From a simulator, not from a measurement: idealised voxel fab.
Documented hereafter: the process module known as voxel lift off.
Square cells of 5 nm make up the cross-section cut, whose width is 275 nm.
When this document writes out a cross-section, it uses a grid of square cells and lists it as bands, beginning at the top and moving down, with a band standing for one or more rows of cells.
Each band's line starts with the height of the band's top and of its bottom, in nm. Then come its materials from left to right, each with its width in nm. One material with "throughout" fills the band from edge to edge. "blank" is empty space.
Zero point of the height axis is 0; under it, received wafer = one material. Lowest band: continues down indefinitely, "0 down".
Think of "30->40" as a width that walks from the first number to the second as you go down the band, top row to bottom row, taking equal-sized steps from row to row.
"changes: none" after a step means that no cell of the cross-section changed.
"Trapped cavities" lists enclosed empty spaces (at least 8 cells, no open path upward to the top), each as width x height at distance from the left edge, in nm.
Post-settings text on a step line: simulator's own remark regarding the step.
overlay nm: mask right of planned place by this much (step with mask). Neg. = left.
The planned process steps are enumerated hereunder:
- 1: RECEIVE | material Si
- 2: CONFORMAL_DEP | material SiO2 | thk nm 15
- 3: PATTERN | tone open | mask id LINES | material resist | width nm 30 | pitch nm 60 | thk nm 20 | overlay nm 0
- 4: DIRECTIONAL_DEP | material Ru | thk nm 5
- 5: STRIP | etch materials resist
- 6: CONFORMAL_DEP | material SiCN | thk nm 5
Incoming wafer, cross-sectional view, post step 1:
> 0 down | Si throughout
> Trapped cavities: none
Result of the module, cross-sectioned: start per above, plan per above, one error in how it was run:
> 25 to 20 | blank=75 | SiCN=40 | blank=20 | SiCN=40 | blank=100
> 20 to 15 | SiCN=80 | Ru=30 | SiCN=30 | Ru=30 | SiCN=105
> 15 to 0 | SiO2 throughout
> 0 down | Si throughout
> Trapped cavities: none
Plan not followed: step 3 was not run as planned; what actually ran was PATTERN | tone open | mask id LINES | material resist | width nm 30 | pitch nm 60 | thk nm 20 | overlay nm -10
